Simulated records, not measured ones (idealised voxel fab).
This is a process module. Its name is voxel self aligned vias.
cross-section cut | 280 nm wide | cells 5 nm
Cross-section format: a grid of square cells, given as bands from top to bottom; each band is one or more rows of cells.
The entry gives the band's vertical extent as a top height and a bottom height in nm, then its horizontal make-up as materials from left to right, each with a width in nm. "empty" stands for empty space; a single material marked "throughout" fills the band edge to edge.
For the purposes of this specification, 0 denotes the height below which the wafer in its as-received condition is composed wholly of one material, and the lowermost band, lacking a lower limit, extends downward without end, as expressed in "from 0 down".
Graded width ("30..40"): value in top row of band = first number; value in bottom row = second number; row-to-row change constant.
You'll sometimes find "changes: none" written for a step, and that's the way of saying that nowhere in the cross-section did a cell change during that step.
The entry titled "Closed cavities" provides the empty spaces that have no open way to the top, restricted to those of 8 cells or more. Each is presented as width x height at distance, the distance being measured from the left edge, with all three in nm.
Read whatever lies past the settings on a step's line as the simulator's own remark about the step.
overlay nm: how far to the right of its planned place the mask lay on this masked step (negative: to the left).

**Steps in the process plan**
- 1: RECEIVE | material Si
- 2: CONFORMAL_DEP | material SiO2 | thk nm 15
- 3: CONFORMAL_DEP | material SiCN | thk nm 5
- 4: DIRECTIONAL_DEP | material SiO2 | thk nm 20
- 5: MASKED_ETCH | tone open | mask id LINES | width nm 20 | pitch nm 45 | etch materials SiO2 | depth nm 20 | overlay nm 0
- 6: CONFORMAL_DEP | material TiN | thk nm 5
- 7: FILL_DEP | material W | thk nm 5
- 8: CMP | height nm 40
- 9: SELECTIVE_ETCH | etch materials W Ru TiN | depth nm 5
- 10: FILL_DEP | material SiN | thk nm 10
- 11: CMP | height nm 40
- 12: DIRECTIONAL_DEP | material SiO2 | thk nm 15
- 13: DIRECTIONAL_DEP | material aC | thk nm 10
- 14: PATTERN | tone open | mask id VIAS | material resist | width nm 30 | pitch nm 45 | thk nm 25 | overlay nm 0
- 15: DIRECTIONAL_ETCH | etch materials aC | depth nm 10
- 16: STRIP | etch materials resist
- 17: DIRECTIONAL_ETCH | etch materials SiO2 | depth nm 15
- 18: DIRECTIONAL_ETCH | etch materials SiN | depth nm 5
- 19: STRIP | etch materials aC
- 20: CONFORMAL_DEP | material TiN | thk nm 5
- 21: FILL_DEP | material W | thk nm 5
- 22: CMP | height nm 55
- 23: CONFORMAL_DEP | material SiCN | thk nm 5

**Step 1 complete: cross-section of the wafer as received**
* from 0 down | Si throughout
* Closed cavities: none

**One mistake in running the module, otherwise start and plan as above: cross-section at the end**
* from 60 to 55 | SiCN throughout
* from 55 to 45 | SiO2=90; TiN=5; W=20; TiN=5; SiO2=15; TiN=5; W=20; TiN=5; SiO2=15; TiN=5; W=20; TiN=5; SiO2=70
* from 45 to 40 | SiO2=90; TiN=5; W=5; TiN=20; SiO2=15; TiN=5; W=5; TiN=20; SiO2=15; TiN=5; W=5; TiN=20; SiO2=70
* from 40 to 35 | SiO2=85; SiN=5; TiN=15; SiO2=25; SiN=5; TiN=15; SiO2=25; SiN=5; TiN=15; SiO2=85
* from 35 to 25 | SiO2=85; TiN=5; W=10; TiN=5; SiO2=25; TiN=5; W=10; TiN=5; SiO2=25; TiN=5; W=10; TiN=5; SiO2=85
* from 25 to 20 | SiO2=85; TiN=20; SiO2=25; TiN=20; SiO2=25; TiN=20; SiO2=85
* from 20 to 15 | SiCN throughout
* from 15 to 0 | SiO2 throughout
* from 0 down | Si throughout
* Closed cavities: none
It is concluded that the wafer was processed incorrectly with respect to the plan, in that step 14 ran differently from the plan; actual operation with settings: PATTERN | tone open | mask id VIAS | material resist | width nm 30 | pitch nm 45 | thk nm 25 | overlay nm 10
